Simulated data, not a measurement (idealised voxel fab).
Process module in this document: voxel ribs on slabs
For reference, the cross-section in this document is cut, with width 285 nm and square cells of 5 nm.
The cross-sections in this document take the form of a grid made of square cells. They are written out as bands, in order from top to bottom. Each band consists of one or more rows of cells. The band entry comprises the height of the band's top followed by the height of its bottom, expressed in nm, and subsequently the band's materials from left to right, each stated together with its width in nm. Where a single material is marked with the word "all across", that material fills the band from edge to edge. The word "blank" represents empty space. Below 0: as-received wafer, all one material; heights counted from there. Lowest band: no bottom, goes on down, written "from 0 down". It should be noted that a width expressed as "30 to 40" varies in equal increments from row to row of cells within the band, taking the value of the first number at the top row and that of the second number at the bottom row. You'll sometimes find "nothing different" written for a step, and that's the way of saying that nowhere in the cross-section did a cell change during that step. Heads up: "Enclosed void inventory" only lists the empty pockets with no open path to the top that are 8 cells or more, and it writes them as width x height at distance, distance from the left edge, in nm. Heads up: the bit after the settings on a step's line is the simulator's remark on that step. overlay nm: mask right of planned place by this much (step with mask). Neg. = left. Reading key. Pairs: pre-step and post-step cross-section, one process step apart; post-step view only to lowest changed band. Step between + settings: beneath pair. Runs: pairs may be from different runs of this module, same starting wafer. Continuation from pair above: only where "Before this step" entry says.

## Before this step
from 0 down | Si all across
Enclosed void inventory: none

## Resulting Cross-Section
from 20 to 0 | SiO2 all across
Below 0, the layers are the same as they were.
Enclosed void inventory: none
To go from the before cross-section above to the after cross-section, apply op DIRECTIONAL_DEP | material SiO2 | thk nm 20

Before this step: This step starts from the configuration shown after the step in the pair immediately above.

## Resulting Cross-Section
from 45 to 20 | polySi all across
Below 20, the layers are the same as they were.
Enclosed void inventory: none
To go from the before cross-section above to the after cross-section, apply op DIRECTIONAL_DEP | material polySi | thk nm 25

Before this step: This step starts from the configuration shown after the step in the pair immediately above.

## Resulting Cross-Section
from 65 to 45 | blank: 125, resist: 30, blank: 130
Below 45, the layers are the same as they were.
Enclosed void inventory: none
To go from the before cross-section above to the after cross-section, apply op PATTERN | tone cover | mask id RIB | material resist | width nm 30 | thk nm 20 | overlay nm 0

Before this step: This step starts from the configuration shown after the step in the pair immediately above.

## Resulting Cross-Section
from 65 to 45 | blank: 125, resist: 30, blank: 130
from 45 to 40 | blank: 125, polySi: 30, blank: 130
Below 40, the layers are the same as they were.
Enclosed void inventory: none
To go from the before cross-section above to the after cross-section, apply op DIRECTIONAL_ETCH | etch materials polySi | depth nm 5

Before this step: This step starts from the configuration shown after the step in the pair immediately above.

## Resulting Cross-Section
from 45 to 40 | blank: 125, polySi: 30, blank: 130
Below 40, the layers are the same as they were.
Enclosed void inventory: none
To go from the before cross-section above to the after cross-section, apply op STRIP | etch materials resist

Before this step: This step starts from the configuration shown after the step in the pair immediately above.

## Resulting Cross-Section
from 60 to 45 | blank: 110, resist: 60, blank: 115
from 45 to 40 | blank: 110, resist: 15, polySi: 30, resist: 15, blank: 115
Below 40, the layers are the same as they were.
Enclosed void inventory: none
To go from the before cross-section above to the after cross-section, apply op PATTERN | tone cover | mask id SLAB | material resist | width nm 60 | thk nm 15 | overlay nm 0

Before this step: This step starts from the configuration shown after the step in the pair immediately above.

## Resulting Cross-Section
from 60 to 45 | blank: 110, resist: 60, blank: 115
from 45 to 40 | blank: 110, resist: 15, polySi: 30, resist: 15, blank: 115
from 40 to 20 | blank: 110, polySi: 60, blank: 115
Below 20, the layers are the same as they were.
Enclosed void inventory: none
To go from the before cross-section above to the after cross-section, apply op DIRECTIONAL_ETCH | etch materials polySi | depth nm 20

Before this step: This step starts from the configuration shown after the step in the pair immediately above.

## Resulting Cross-Section
from 45 to 40 | blank: 125, polySi: 30, blank: 130
Below 40, the layers are the same as they were.
Enclosed void inventory: none
To go from the before cross-section above to the after cross-section, apply op STRIP | etch materials resist

Before this step: This step starts from the configuration shown after the step in the pair immediately above.

## Resulting Cross-Section
from 75 to 45 | SiO2 all across
from 45 to 40 | SiO2: 125, polySi: 30, SiO2: 130
from 40 to 20 | SiO2: 110, polySi: 60, SiO2: 115
Below 20, the layers are the same as they were.
Enclosed void inventory: none
To go from the before cross-section above to the after cross-section, apply op FILL_DEP | material SiO2 | thk nm 30

Before this step: This step starts from the configuration shown after the step in the pair immediately above.

## Resulting Cross-Section
from 65 to 45 | SiO2 all across
Below 45, the layers are the same as they were.
Enclosed void inventory: none
To go from the before cross-section above to the after cross-section, apply op CMP | height nm 65

Before this step: This step starts from the configuration shown after the step in the pair immediately above.

## Resulting Cross-Section
from 75 to 65 | W all across
Below 65, the layers are the same as they were.
Enclosed void inventory: none
To go from the before cross-section above to the after cross-section, apply op DIRECTIONAL_DEP | material W | thk nm 10

Before this step: This step starts from the configuration shown after the step in the pair immediately above.

## Resulting Cross-Section
from 90 to 75 | blank: 120, resist: 40, blank: 125
Below 75, the layers are the same as they were.
Enclosed void inventory: none
To go from the before cross-section above to the after cross-section, apply op PATTERN | tone cover | mask id HEATER | material resist | width nm 40 | thk nm 15 | overlay nm 0

Before this step: This step starts from the configuration shown after the step in the pair immediately above.

## Resulting Cross-Section
from 90 to 75 | blank: 120, resist: 40, blank: 125
from 75 to 65 | blank: 120, W: 40, blank: 125
Below 65, the layers are the same as they were.
Enclosed void inventory: none
To go from the before cross-section above to the after cross-section, apply op DIRECTIONAL_ETCH | etch materials W | depth nm 10

Before this step: This step starts from the configuration shown after the step in the pair immediately above.

## Resulting Cross-Section
from 75 to 65 | blank: 120, W: 40, blank: 125
Below 65, the layers are the same as they were.
Enclosed void inventory: none
To go from the before cross-section above to the after cross-section, apply op STRIP | etch materials resist

Before this step: This step starts from the configuration shown after the step in the pair immediately above.

## Resulting Cross-Section
from 80 to 75 | blank: 115, SiN: 50, blank: 120
from 75 to 70 | blank: 115, SiN: 5, W: 40, SiN: 5, blank: 120
from 70 to 65 | SiN: 120, W: 40, SiN: 125
Below 65, the layers are the same as they were.
Enclosed void inventory: none
To go from the before cross-section above to the after cross-section, apply op CONFORMAL_DEP | material SiN | thk nm 5

## Before this step
from 45 to 20 | polySi all across
from 20 to 0 | SiO2 all across
from 0 down | Si all across
Enclosed void inventory: none

## Resulting Cross-Section
from 70 to 20 | polySi all across
Below 20, the layers are the same as they were.
Enclosed void inventory: none
To go from the before cross-section above to the after cross-section, apply op DIRECTIONAL_DEP | material polySi | thk nm 25

Before this step: This step starts from the configuration shown after the step in the pair immediately above.

## Resulting Cross-Section
from 90 to 70 | blank: 125, resist: 30, blank: 130
Below 70, the layers are the same as they were.
Enclosed void inventory: none
To go from the before cross-section above to the after cross-section, apply op PATTERN | tone cover | mask id RIB | material resist | width nm 30 | thk nm 20 | overlay nm 0

Before this step: This step starts from the configuration shown after the step in the pair immediately above.

## Resulting Cross-Section
from 90 to 70 | blank: 125, resist: 30, blank: 130
from 70 to 65 | blank: 125, polySi: 30, blank: 130
Below 65, the layers are the same as they were.
Enclosed void inventory: none
To go from the before cross-section above to the after cross-section, apply op DIRECTIONAL_ETCH | etch materials polySi | depth nm 5

Before this step: This step starts from the configuration shown after the step in the pair immediately above.

## Resulting Cross-Section
from 70 to 65 | blank: 125, polySi: 30, blank: 130
Below 65, the layers are the same as they were.
Enclosed void inventory: none
To go from the before cross-section above to the after cross-section, apply op STRIP | etch materials resist

Before this step: This step starts from the configuration shown after the step in the pair immediately above.

## Resulting Cross-Section
from 85 to 70 | blank: 110, resist: 60, blank: 115
from 70 to 65 | blank: 110, resist: 15, polySi: 30, resist: 15, blank: 115
Below 65, the layers are the same as they were.
Enclosed void inventory: none
To go from the before cross-section above to the after cross-section, apply op PATTERN | tone cover | mask id SLAB | material resist | width nm 60 | thk nm 15 | overlay nm 0

Before this step: This step starts from the configuration shown after the step in the pair immediately above.

## Resulting Cross-Section
from 85 to 70 | blank: 110, resist: 60, blank: 115
from 70 to 65 | blank: 110, resist: 15, polySi: 30, resist: 15, blank: 115
from 65 to 45 | blank: 110, polySi: 60, blank: 115
Below 45, the layers are the same as they were.
Enclosed void inventory: none
To go from the before cross-section above to the after cross-section, apply op DIRECTIONAL_ETCH | etch materials polySi | depth nm 20

Before this step: This step starts from the configuration shown after the step in the pair immediately above.

## Resulting Cross-Section
from 70 to 65 | blank: 125, polySi: 30, blank: 130
Below 65, the layers are the same as they were.
Enclosed void inventory: none
To go from the before cross-section above to the after cross-section, apply op STRIP | etch materials resist

Before this step: This step starts from the configuration shown after the step in the pair immediately above.

## Resulting Cross-Section
from 100 to 70 | SiO2 all across
from 70 to 65 | SiO2: 125, polySi: 30, SiO2: 130
from 65 to 45 | SiO2: 110, polySi: 60, SiO2: 115
Below 45, the layers are the same as they were.
Enclosed void inventory: none
To go from the before cross-section above to the after cross-section, apply op FILL_DEP | material SiO2 | thk nm 30

Before this step: This step starts from the configuration shown after the step in the pair immediately above.

## Resulting Cross-Section
from 65 to 45 | SiO2: 110, polySi: 60, SiO2: 115
Below 45, the layers are the same as they were.
Enclosed void inventory: none
To go from the before cross-section above to the after cross-section, apply op CMP | height nm 65

Before this step: This step starts from the configuration shown after the step in the pair immediately above.

## Resulting Cross-Section
from 75 to 65 | W all across
Below 65, the layers are the same as they were.
Enclosed void inventory: none
To go from the before cross-section above to the after cross-section, apply op DIRECTIONAL_DEP | material W | thk nm 10

Before this step: This step starts from the configuration shown after the step in the pair immediately above.

## Resulting Cross-Section
from 90 to 75 | blank: 120, resist: 40, blank: 125
Below 75, the layers are the same as they were.
Enclosed void inventory: none
To go from the before cross-section above to the after cross-section, apply op PATTERN | tone cover | mask id HEATER | material resist | width nm 40 | thk nm 15 | overlay nm 0

Before this step: This step starts from the configuration shown after the step in the pair immediately above.

## Resulting Cross-Section
from 90 to 75 | blank: 120, resist: 40, blank: 125
from 75 to 65 | blank: 120, W: 40, blank: 125
Below 65, the layers are the same as they were.
Enclosed void inventory: none
To go from the before cross-section above to the after cross-section, apply op DIRECTIONAL_ETCH | etch materials W | depth nm 10

Before this step: This step starts from the configuration shown after the step in the pair immediately above.

## Resulting Cross-Section
from 75 to 65 | blank: 120, W: 40, blank: 125
Below 65, the layers are the same as they were.
Enclosed void inventory: none
To go from the before cross-section above to the after cross-section, apply op STRIP | etch materials resist

Before this step: This step starts from the configuration shown after the step in the pair immediately above.

## Resulting Cross-Section
from 80 to 75 | blank: 115, SiN: 50, blank: 120
from 75 to 70 | blank: 115, SiN: 5, W: 40, SiN: 5, blank: 120
from 70 to 65 | SiN: 120, W: 40, SiN: 125
Below 65, the layers are the same as they were.
Enclosed void inventory: none
To go from the before cross-section above to the after cross-section, apply op CONFORMAL_DEP | material SiN | thk nm 5

## Before this step
from 0 down | Si all across
Enclosed void inventory: none

## Resulting Cross-Section
from 25 to 0 | polySi all across
Below 0, the layers are the same as they were.
Enclosed void inventory: none
To go from the before cross-section above to the after cross-section, apply op DIRECTIONAL_DEP | material polySi | thk nm 25

Before this step: This step starts from the configuration shown after the step in the pair immediately above.

## Resulting Cross-Section
from 45 to 25 | SiO2 all across
Below 25, the layers are the same as they were.
Enclosed void inventory: none
To go from the before cross-section above to the after cross-section, apply op DIRECTIONAL_DEP | material SiO2 | thk nm 20

Before this step: This step starts from the configuration shown after the step in the pair immediately above.

## Resulting Cross-Section
from 65 to 45 | blank: 125, resist: 30, blank: 130
Below 45, the layers are the same as they were.
Enclosed void inventory: none
To go from the before cross-section above to the after cross-section, apply op PATTERN | tone cover | mask id RIB | material resist | width nm 30 | thk nm 20 | overlay nm 0

Before this step: This step starts from the configuration shown after the step in the pair immediately above.

## Resulting Cross-Section
from 45 to 25 | SiO2 all across
Below 25, the layers are the same as they were.
Enclosed void inventory: none
To go from the before cross-section above to the after cross-section, apply op STRIP | etch materials resist

Before this step: This step starts from the configuration shown after the step in the pair immediately above.

## Resulting Cross-Section
from 60 to 45 | blank: 110, resist: 60, blank: 115
Below 45, the layers are the same as they were.
Enclosed void inventory: none
To go from the before cross-section above to the after cross-section, apply op PATTERN | tone cover | mask id SLAB | material resist | width nm 60 | thk nm 15 | overlay nm 0

Before this step: This step starts from the configuration shown after the step in the pair immediately above.

## Resulting Cross-Section
from 45 to 25 | SiO2 all across
Below 25, the layers are the same as they were.
Enclosed void inventory: none
To go from the before cross-section above to the after cross-section, apply op STRIP | etch materials resist

Before this step: This step starts from the configuration shown after the step in the pair immediately above.

## Resulting Cross-Section
from 75 to 25 | SiO2 all across
Below 25, the layers are the same as they were.
Enclosed void inventory: none
To go from the before cross-section above to the after cross-section, apply op FILL_DEP | material SiO2 | thk nm 30

Before this step: This step starts from the configuration shown after the step in the pair immediately above.

## Resulting Cross-Section
from 65 to 25 | SiO2 all across
Below 25, the layers are the same as they were.
Enclosed void inventory: none
To go from the before cross-section above to the after cross-section, apply op CMP | height nm 65

Before this step: This step starts from the configuration shown after the step in the pair immediately above.

## Resulting Cross-Section
from 75 to 65 | W all across
Below 65, the layers are the same as they were.
Enclosed void inventory: none
To go from the before cross-section above to the after cross-section, apply op DIRECTIONAL_DEP | material W | thk nm 10

Before this step: This step starts from the configuration shown after the step in the pair immediately above.

## Resulting Cross-Section
from 90 to 75 | blank: 120, resist: 40, blank: 125
Below 75, the layers are the same as they were.
Enclosed void inventory: none
To go from the before cross-section above to the after cross-section, apply op PATTERN | tone cover | mask id HEATER | material resist | width nm 40 | thk nm 15 | overlay nm 0

Before this step: This step starts from the configuration shown after the step in the pair immediately above.

## Resulting Cross-Section
from 90 to 75 | blank: 120, resist: 40, blank: 125
from 75 to 65 | blank: 120, W: 40, blank: 125
Below 65, the layers are the same as they were.
Enclosed void inventory: none
To go from the before cross-section above to the after cross-section, apply op DIRECTIONAL_ETCH | etch materials W | depth nm 10

Before this step: This step starts from the configuration shown after the step in the pair immediately above.

## Resulting Cross-Section
from 75 to 65 | blank: 120, W: 40, blank: 125
Below 65, the layers are the same as they were.
Enclosed void inventory: none
To go from the before cross-section above to the after cross-section, apply op STRIP | etch materials resist

Before this step: This step starts from the configuration shown after the step in the pair immediately above.

## Resulting Cross-Section
from 80 to 75 | blank: 115, SiN: 50, blank: 120
from 75 to 70 | blank: 115, SiN: 5, W: 40, SiN: 5, blank: 120
from 70 to 65 | SiN: 120, W: 40, SiN: 125
Below 65, the layers are the same as they were.
Enclosed void inventory: none
To go from the before cross-section above to the after cross-section, apply op CONFORMAL_DEP | material SiN | thk nm 5

## Before this step
from 20 to 0 | SiO2 all across
from 0 down | Si all across
Enclosed void inventory: none

## Resulting Cross-Section
from 55 to 20 | polySi all across
Below 20, the layers are the same as they were.
Enclosed void inventory: none
To go from the before cross-section above to the after cross-section, apply op DIRECTIONAL_DEP | material polySi | thk nm 35

Before this step: This step starts from the configuration shown after the step in the pair immediately above.

## Resulting Cross-Section
from 75 to 55 | blank: 125, resist: 30, blank: 130
Below 55, the layers are the same as they were.
Enclosed void inventory: none
To go from the before cross-section above to the after cross-section, apply op PATTERN | tone cover | mask id RIB | material resist | width nm 30 | thk nm 20 | overlay nm 0

Before this step: This step starts from the configuration shown after the step in the pair immediately above.

## Resulting Cross-Section
from 75 to 55 | blank: 125, resist: 30, blank: 130
from 55 to 50 | blank: 125, polySi: 30, blank: 130
Below 50, the layers are the same as they were.
Enclosed void inventory: none
To go from the before cross-section above to the after cross-section, apply op DIRECTIONAL_ETCH | etch materials polySi | depth nm 5

Before this step: This step starts from the configuration shown after the step in the pair immediately above.

## Resulting Cross-Section
from 55 to 50 | blank: 125, polySi: 30, blank: 130
Below 50, the layers are the same as they were.
Enclosed void inventory: none
To go from the before cross-section above to the after cross-section, apply op STRIP | etch materials resist

Before this step: This step starts from the configuration shown after the step in the pair immediately above.

## Resulting Cross-Section
from 70 to 55 | blank: 110, resist: 60, blank: 115
from 55 to 50 | blank: 110, resist: 15, polySi: 30, resist: 15, blank: 115
Below 50, the layers are the same as they were.
Enclosed void inventory: none
To go from the before cross-section above to the after cross-section, apply op PATTERN | tone cover | mask id SLAB | material resist | width nm 60 | thk nm 15 | overlay nm 0

Before this step: This step starts from the configuration shown after the step in the pair immediately above.

## Resulting Cross-Section
from 70 to 55 | blank: 110, resist: 60, blank: 115
from 55 to 50 | blank: 110, resist: 15, polySi: 30, resist: 15, blank: 115
from 50 to 30 | blank: 110, polySi: 60, blank: 115
Below 30, the layers are the same as they were.
Enclosed void inventory: none
To go from the before cross-section above to the after cross-section, apply op DIRECTIONAL_ETCH | etch materials polySi | depth nm 20

Before this step: This step starts from the configuration shown after the step in the pair immediately above.

## Resulting Cross-Section
from 55 to 50 | blank: 125, polySi: 30, blank: 130
Below 50, the layers are the same as they were.
Enclosed void inventory: none
To go from the before cross-section above to the after cross-section, apply op STRIP | etch materials resist

Before this step: This step starts from the configuration shown after the step in the pair immediately above.

## Resulting Cross-Section
from 85 to 55 | SiO2 all across
from 55 to 50 | SiO2: 125, polySi: 30, SiO2: 130
from 50 to 30 | SiO2: 110, polySi: 60, SiO2: 115
Below 30, the layers are the same as they were.
Enclosed void inventory: none
To go from the before cross-section above to the after cross-section, apply op FILL_DEP | material SiO2 | thk nm 30

Before this step: This step starts from the configuration shown after the step in the pair immediately above.

## Resulting Cross-Section
from 65 to 55 | SiO2 all across
Below 55, the layers are the same as they were.
Enclosed void inventory: none
To go from the before cross-section above to the after cross-section, apply op CMP | height nm 65

Before this step: This step starts from the configuration shown after the step in the pair immediately above.

## Resulting Cross-Section
from 75 to 65 | W all across
Below 65, the layers are the same as they were.
Enclosed void inventory: none
To go from the before cross-section above to the after cross-section, apply op DIRECTIONAL_DEP | material W | thk nm 10

Before this step: This step starts from the configuration shown after the step in the pair immediately above.

## Resulting Cross-Section
from 90 to 75 | blank: 120, resist: 40, blank: 125
Below 75, the layers are the same as they were.
Enclosed void inventory: none
To go from the before cross-section above to the after cross-section, apply op PATTERN | tone cover | mask id HEATER | material resist | width nm 40 | thk nm 15 | overlay nm 0

Before this step: This step starts from the configuration shown after the step in the pair immediately above.

## Resulting Cross-Section
from 90 to 75 | blank: 120, resist: 40, blank: 125
from 75 to 65 | blank: 120, W: 40, blank: 125
Below 65, the layers are the same as they were.
Enclosed void inventory: none
To go from the before cross-section above to the after cross-section, apply op DIRECTIONAL_ETCH | etch materials W | depth nm 10

Before this step: This step starts from the configuration shown after the step in the pair immediately above.

## Resulting Cross-Section
from 75 to 65 | blank: 120, W: 40, blank: 125
Below 65, the layers are the same as they were.
Enclosed void inventory: none
To go from the before cross-section above to the after cross-section, apply op STRIP | etch materials resist

Before this step: This step starts from the configuration shown after the step in the pair immediately above.

## Resulting Cross-Section
from 80 to 75 | blank: 115, SiN: 50, blank: 120
from 75 to 70 | blank: 115, SiN: 5, W: 40, SiN: 5, blank: 120
from 70 to 65 | SiN: 120, W: 40, SiN: 125
Below 65, the layers are the same as they were.
Enclosed void inventory: none
To go from the before cross-section above to the after cross-section, apply op CONFORMAL_DEP | material SiN | thk nm 5

## Before this step
from 45 to 20 | polySi all across
from 20 to 0 | SiO2 all across
from 0 down | Si all across
Enclosed void inventory: none

## Resulting Cross-Section
from 65 to 45 | blank: 120, resist: 40, blank: 125
Below 45, the layers are the same as they were.
Enclosed void inventory: none
To go from the before cross-section above to the after cross-section, apply op PATTERN | tone cover | mask id RIB | material resist | width nm 40 | thk nm 20 | overlay nm 0

Before this step: This step starts from the configuration shown after the step in the pair immediately above.

## Resulting Cross-Section
from 65 to 45 | blank: 120, resist: 40, blank: 125
from 45 to 40 | blank: 120, polySi: 40, blank: 125
Below 40, the layers are the same as they were.
Enclosed void inventory: none
To go from the before cross-section above to the after cross-section, apply op DIRECTIONAL_ETCH | etch materials polySi | depth nm 5

Before this step: This step starts from the configuration shown after the step in the pair immediately above.

## Resulting Cross-Section
from 45 to 40 | blank: 120, polySi: 40, blank: 125
Below 40, the layers are the same as they were.
Enclosed void inventory: none
To go from the before cross-section above to the after cross-section, apply op STRIP | etch materials resist

Before this step: This step starts from the configuration shown after the step in the pair immediately above.

## Resulting Cross-Section
from 60 to 45 | blank: 110, resist: 60, blank: 115
from 45 to 40 | blank: 110, resist: 10, polySi: 40, resist: 10, blank: 115
Below 40, the layers are the same as they were.
Enclosed void inventory: none
To go from the before cross-section above to the after cross-section, apply op PATTERN | tone cover | mask id SLAB | material resist | width nm 60 | thk nm 15 | overlay nm 0

Before this step: This step starts from the configuration shown after the step in the pair immediately above.

## Resulting Cross-Section
from 60 to 45 | blank: 110, resist: 60, blank: 115
from 45 to 40 | blank: 110, resist: 10, polySi: 40, resist: 10, blank: 115
from 40 to 20 | blank: 110, polySi: 60, blank: 115
Below 20, the layers are the same as they were.
Enclosed void inventory: none
To go from the before cross-section above to the after cross-section, apply op DIRECTIONAL_ETCH | etch materials polySi | depth nm 20

Before this step: This step starts from the configuration shown after the step in the pair immediately above.

## Resulting Cross-Section
from 45 to 40 | blank: 120, polySi: 40, blank: 125
Below 40, the layers are the same as they were.
Enclosed void inventory: none
To go from the before cross-section above to the after cross-section, apply op STRIP | etch materials resist

Before this step: This step starts from the configuration shown after the step in the pair immediately above.

## Resulting Cross-Section
from 75 to 45 | SiO2 all across
from 45 to 40 | SiO2: 120, polySi: 40, SiO2: 125
from 40 to 20 | SiO2: 110, polySi: 60, SiO2: 115
Below 20, the layers are the same as they were.
Enclosed void inventory: none
To go from the before cross-section above to the after cross-section, apply op FILL_DEP | material SiO2 | thk nm 30

Before this step: This step starts from the configuration shown after the step in the pair immediately above.

## Resulting Cross-Section
from 65 to 45 | SiO2 all across
Below 45, the layers are the same as they were.
Enclosed void inventory: none
To go from the before cross-section above to the after cross-section, apply op CMP | height nm 65

Before this step: This step starts from the configuration shown after the step in the pair immediately above.

## Resulting Cross-Section
from 75 to 65 | W all across
Below 65, the layers are the same as they were.
Enclosed void inventory: none
To go from the before cross-section above to the after cross-section, apply op DIRECTIONAL_DEP | material W | thk nm 10

Before this step: This step starts from the configuration shown after the step in the pair immediately above.

## Resulting Cross-Section
from 90 to 75 | blank: 120, resist: 40, blank: 125
Below 75, the layers are the same as they were.
Enclosed void inventory: none
To go from the before cross-section above to the after cross-section, apply op PATTERN | tone cover | mask id HEATER | material resist | width nm 40 | thk nm 15 | overlay nm 0

Before this step: This step starts from the configuration shown after the step in the pair immediately above.

## Resulting Cross-Section
from 90 to 75 | blank: 120, resist: 40, blank: 125
from 75 to 65 | blank: 120, W: 40, blank: 125
Below 65, the layers are the same as they were.
Enclosed void inventory: none
To go from the before cross-section above to the after cross-section, apply op DIRECTIONAL_ETCH | etch materials W | depth nm 10

Before this step: This step starts from the configuration shown after the step in the pair immediately above.

## Resulting Cross-Section
from 75 to 65 | blank: 120, W: 40, blank: 125
Below 65, the layers are the same as they were.
Enclosed void inventory: none
To go from the before cross-section above to the after cross-section, apply op STRIP | etch materials resist

Before this step: This step starts from the configuration shown after the step in the pair immediately above.

## Resulting Cross-Section
from 80 to 75 | blank: 115, SiN: 50, blank: 120
from 75 to 70 | blank: 115, SiN: 5, W: 40, SiN: 5, blank: 120
from 70 to 65 | SiN: 120, W: 40, SiN: 125
Below 65, the layers are the same as they were.
Enclosed void inventory: none
To go from the before cross-section above to the after cross-section, apply op CONFORMAL_DEP | material SiN | thk nm 5

## Before this step
from 75 to 65 | W all across
from 65 to 45 | SiO2 all across
from 45 to 40 | SiO2: 125, polySi: 30, SiO2: 130
from 40 to 20 | SiO2: 110, polySi: 60, SiO2: 115
from 20 to 0 | SiO2 all across
from 0 down | Si all across
Enclosed void inventory: none

## Resulting Cross-Section
from 90 to 75 | blank: 115, resist: 40, blank: 130
Below 75, the layers are the same as they were.
Enclosed void inventory: none
To go from the before cross-section above to the after cross-section, apply op PATTERN | tone cover | mask id HEATER | material resist | width nm 40 | thk nm 15 | overlay nm -5

Before this step: This step starts from the configuration shown after the step in the pair immediately above.

## Resulting Cross-Section
from 90 to 75 | blank: 115, resist: 40, blank: 130
from 75 to 65 | blank: 115, W: 40, blank: 130
Below 65, the layers are the same as they were.
Enclosed void inventory: none
To go from the before cross-section above to the after cross-section, apply op DIRECTIONAL_ETCH | etch materials W | depth nm 10

Before this step: This step starts from the configuration shown after the step in the pair immediately above.

## Resulting Cross-Section
from 75 to 65 | blank: 115, W: 40, blank: 130
Below 65, the layers are the same as they were.
Enclosed void inventory: none
To go from the before cross-section above to the after cross-section, apply op STRIP | etch materials resist

Before this step: This step starts from the configuration shown after the step in the pair immediately above.

## Resulting Cross-Section
from 80 to 75 | blank: 110, SiN: 50, blank: 125
from 75 to 70 | blank: 110, SiN: 5, W: 40, SiN: 5, blank: 125
from 70 to 65 | SiN: 115, W: 40, SiN: 130
Below 65, the layers are the same as they were.
Enclosed void inventory: none
To go from the before cross-section above to the after cross-section, apply op CONFORMAL_DEP | material SiN | thk nm 5

## Before this step
from 45 to 40 | blank: 125, polySi: 30, blank: 130
from 40 to 20 | blank: 110, polySi: 60, blank: 115
from 20 to 0 | SiO2 all across
from 0 down | Si all across
Enclosed void inventory: none

## Resulting Cross-Section
from 75 to 45 | W all across
from 45 to 40 | W: 125, polySi: 30, W: 130
from 40 to 20 | W: 110, polySi: 60, W: 115
Below 20, the layers are the same as they were.
Enclosed void inventory: none
To go from the before cross-section above to the after cross-section, apply op FILL_DEP | material W | thk nm 30

Before this step: This step starts from the configuration shown after the step in the pair immediately above.

## Resulting Cross-Section
from 65 to 45 | W all across
Below 45, the layers are the same as they were.
Enclosed void inventory: none
To go from the before cross-section above to the after cross-section, apply op CMP | height nm 65

Before this step: This step starts from the configuration shown after the step in the pair immediately above.

## Resulting Cross-Section
from 75 to 45 | W all across
Below 45, the layers are the same as they were.
Enclosed void inventory: none
To go from the before cross-section above to the after cross-section, apply op DIRECTIONAL_DEP | material W | thk nm 10

Before this step: This step starts from the configuration shown after the step in the pair immediately above.

## Resulting Cross-Section
from 90 to 75 | blank: 120, resist: 40, blank: 125
Below 75, the layers are the same as they were.
Enclosed void inventory: none
To go from the before cross-section above to the after cross-section, apply op PATTERN | tone cover | mask id HEATER | material resist | width nm 40 | thk nm 15 | overlay nm 0

Before this step: This step starts from the configuration shown after the step in the pair immediately above.

## Resulting Cross-Section
from 90 to 75 | blank: 120, resist: 40, blank: 125
from 75 to 65 | blank: 120, W: 40, blank: 125
Below 65, the layers are the same as they were.
Enclosed void inventory: none
To go from the before cross-section above to the after cross-section, apply op DIRECTIONAL_ETCH | etch materials W | depth nm 10

Before this step: This step starts from the configuration shown after the step in the pair immediately above.

## Resulting Cross-Section
from 75 to 65 | blank: 120, W: 40, blank: 125
Below 65, the layers are the same as they were.
Enclosed void inventory: none
To go from the before cross-section above to the after cross-section, apply op STRIP | etch materials resist

Before this step: This step starts from the configuration shown after the step in the pair immediately above.

## Resulting Cross-Section
from 80 to 75 | blank: 115, SiN: 50, blank: 120
from 75 to 70 | blank: 115, SiN: 5, W: 40, SiN: 5, blank: 120
from 70 to 65 | SiN: 120, W: 40, SiN: 125
Below 65, the layers are the same as they were.
Enclosed void inventory: none
To go from the before cross-section above to the after cross-section, apply op CONFORMAL_DEP | material SiN | thk nm 5

## Before this step
from 45 to 20 | polySi all across
from 20 to 0 | SiO2 all across
from 0 down | Si all across
Enclosed void inventory: none

## Resulting Cross-Section
from 65 to 45 | resist: 125, blank: 30, resist: 130
Below 45, the layers are the same as they were.
Enclosed void inventory: none
To go from the before cross-section above to the after cross-section, apply op PATTERN | tone open | mask id RIB | material resist | width nm 30 | thk nm 20 | overlay nm 0

Before this step: This step starts from the configuration shown after the step in the pair immediately above.

## Resulting Cross-Section
from 65 to 45 | resist: 125, blank: 30, resist: 130
from 45 to 40 | polySi: 125, blank: 30, polySi: 130
Below 40, the layers are the same as they were.
Enclosed void inventory: none
To go from the before cross-section above to the after cross-section, apply op DIRECTIONAL_ETCH | etch materials polySi | depth nm 5

Before this step: This step starts from the configuration shown after the step in the pair immediately above.

## Resulting Cross-Section
from 45 to 40 | polySi: 125, blank: 30, polySi: 130
Below 40, the layers are the same as they were.
Enclosed void inventory: none
To go from the before cross-section above to the after cross-section, apply op STRIP | etch materials resist

Before this step: This step starts from the configuration shown after the step in the pair immediately above.

## Resulting Cross-Section
from 60 to 45 | blank: 110, resist: 60, blank: 115
from 45 to 40 | polySi: 125, resist: 30, polySi: 130
Below 40, the layers are the same as they were.
Enclosed void inventory: none
To go from the before cross-section above to the after cross-section, apply op PATTERN | tone cover | mask id SLAB | material resist | width nm 60 | thk nm 15 | overlay nm 0

Before this step: This step starts from the configuration shown after the step in the pair immediately above.

## Resulting Cross-Section
from 60 to 45 | blank: 110, resist: 60, blank: 115
from 45 to 40 | blank: 110, polySi: 15, resist: 30, polySi: 15, blank: 115
from 40 to 25 | blank: 110, polySi: 60, blank: 115
Below 25, the layers are the same as they were.
Enclosed void inventory: none
To go from the before cross-section above to the after cross-section, apply op DIRECTIONAL_ETCH | etch materials polySi | depth nm 20

Before this step: This step starts from the configuration shown after the step in the pair immediately above.

## Resulting Cross-Section
from 45 to 40 | blank: 110, polySi: 15, blank: 30, polySi: 15, blank: 115
Below 40, the layers are the same as they were.
Enclosed void inventory: none
To go from the before cross-section above to the after cross-section, apply op STRIP | etch materials resist

Before this step: This step starts from the configuration shown after the step in the pair immediately above.

## Resulting Cross-Section
from 75 to 45 | SiO2 all across
from 45 to 40 | SiO2: 110, polySi: 15, SiO2: 30, polySi: 15, SiO2: 115
from 40 to 25 | SiO2: 110, polySi: 60, SiO2: 115
Below 25, the layers are the same as they were.
Enclosed void inventory: none
To go from the before cross-section above to the after cross-section, apply op FILL_DEP | material SiO2 | thk nm 30

Before this step: This step starts from the configuration shown after the step in the pair immediately above.

## Resulting Cross-Section
from 65 to 45 | SiO2 all across
Below 45, the layers are the same as they were.
Enclosed void inventory: none
To go from the before cross-section above to the after cross-section, apply op CMP | height nm 65

Before this step: This step starts from the configuration shown after the step in the pair immediately above.

## Resulting Cross-Section
from 75 to 65 | W all across
Below 65, the layers are the same as they were.
Enclosed void inventory: none
To go from the before cross-section above to the after cross-section, apply op DIRECTIONAL_DEP | material W | thk nm 10

Before this step: This step starts from the configuration shown after the step in the pair immediately above.

## Resulting Cross-Section
from 90 to 75 | blank: 120, resist: 40, blank: 125
Below 75, the layers are the same as they were.
Enclosed void inventory: none
To go from the before cross-section above to the after cross-section, apply op PATTERN | tone cover | mask id HEATER | material resist | width nm 40 | thk nm 15 | overlay nm 0
